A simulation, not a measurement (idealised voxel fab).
Process module in this document: voxel ribs on slabs
Each square cell in cross-section cut measures 5 nm, and the section as a whole is 270 nm wide.
Each cross-section below is a grid of square cells, stated as bands in top-down order, with one or more rows of cells making up each band. Top, bottom (nm), then materials left to right with widths (nm); lone material tagged "throughout" fills the whole band edge to edge; "empty" = empty space. Heights are measured from 0, the level below which the as-received wafer is all one material; the lowest band has no bottom and continues downward, written as in "0 -> down". Width: "30 to 40" (first number = top row, second number = bottom row, same change from row to row of cells). Reading "left unchanged" for a step: not a cell of the cross-section changed in it. If an empty space has no open way to the top and is at least 8 cells in size, "Enclosed void inventory" lists it, written width x height at distance, where distance is measured from the left edge and every value is in nm. Whatever follows a step's settings on its line is a remark the simulator itself makes about that step. overlay nm, on a step with a mask: how far to the right of its planned place the mask lay; to the left if negative.
# This section lists the process steps that were planned
1 RECEIVE (material Si)
2 DIRECTIONAL_DEP (material SiO2; thk nm 25)
3 DIRECTIONAL_DEP (material polySi; thk nm 25)
4 DIRECTIONAL_DEP (material aC; thk nm 15)
5 PATTERN (tone cover; mask id RIB; material resist; width nm 20; thk nm 30; overlay nm 0)
6 DIRECTIONAL_ETCH (etch materials aC; depth nm 15)
7 STRIP (etch materials resist)
8 DIRECTIONAL_ETCH (etch materials polySi; depth nm 15)
9 STRIP (etch materials aC)
10 MASKED_ETCH (tone cover; mask id SLAB; width nm 70; etch materials polySi; depth nm 10; overlay nm 0)
11 FILL_DEP (material SiO2; thk nm 30)
12 CMP (height nm 70)
13 DIRECTIONAL_DEP (material TiN; thk nm 10)
14 MASKED_ETCH (tone cover; mask id HEATER; width nm 30; etch materials TiN; depth nm 10; overlay nm 0)
15 CONFORMAL_DEP (material SiO2; thk nm 10)
# Cross-section: wafer on arrival = after step 1
> 0 -> down = Si throughout
> Enclosed void inventory: none
# First wafer of two, sectioned at end of module; run went per plan
> 90 -> 80 = empty (110); SiO2 (50); empty (110)
> 80 -> 70 = SiO2 (120); TiN (30); SiO2 (120)
> 70 -> 50 = SiO2 throughout
> 50 -> 35 = SiO2 (125); polySi (20); SiO2 (125)
> 35 -> 25 = SiO2 (100); polySi (70); SiO2 (100)
> 25 -> 0 = SiO2 throughout
> 0 -> down = Si throughout
> Enclosed void inventory: none
# Second wafer through the module, sectioned at the end: same beginning and same plan as the first wafer, with one mistake in carrying it out
> 80 -> 70 = empty (120); TiN (30); empty (120)
> 70 -> 50 = SiO2 throughout
> 50 -> 35 = SiO2 (125); polySi (20); SiO2 (125)
> 35 -> 25 = SiO2 (100); polySi (70); SiO2 (100)
> 25 -> 0 = SiO2 throughout
> 0 -> down = Si throughout
> Enclosed void inventory: none
Plan not followed: heads up, step 15 of the plan was skipped and never actually ran
The closing comparison, in cells, has the second wafer with more or fewer of some materials than the first: SiO2 -116
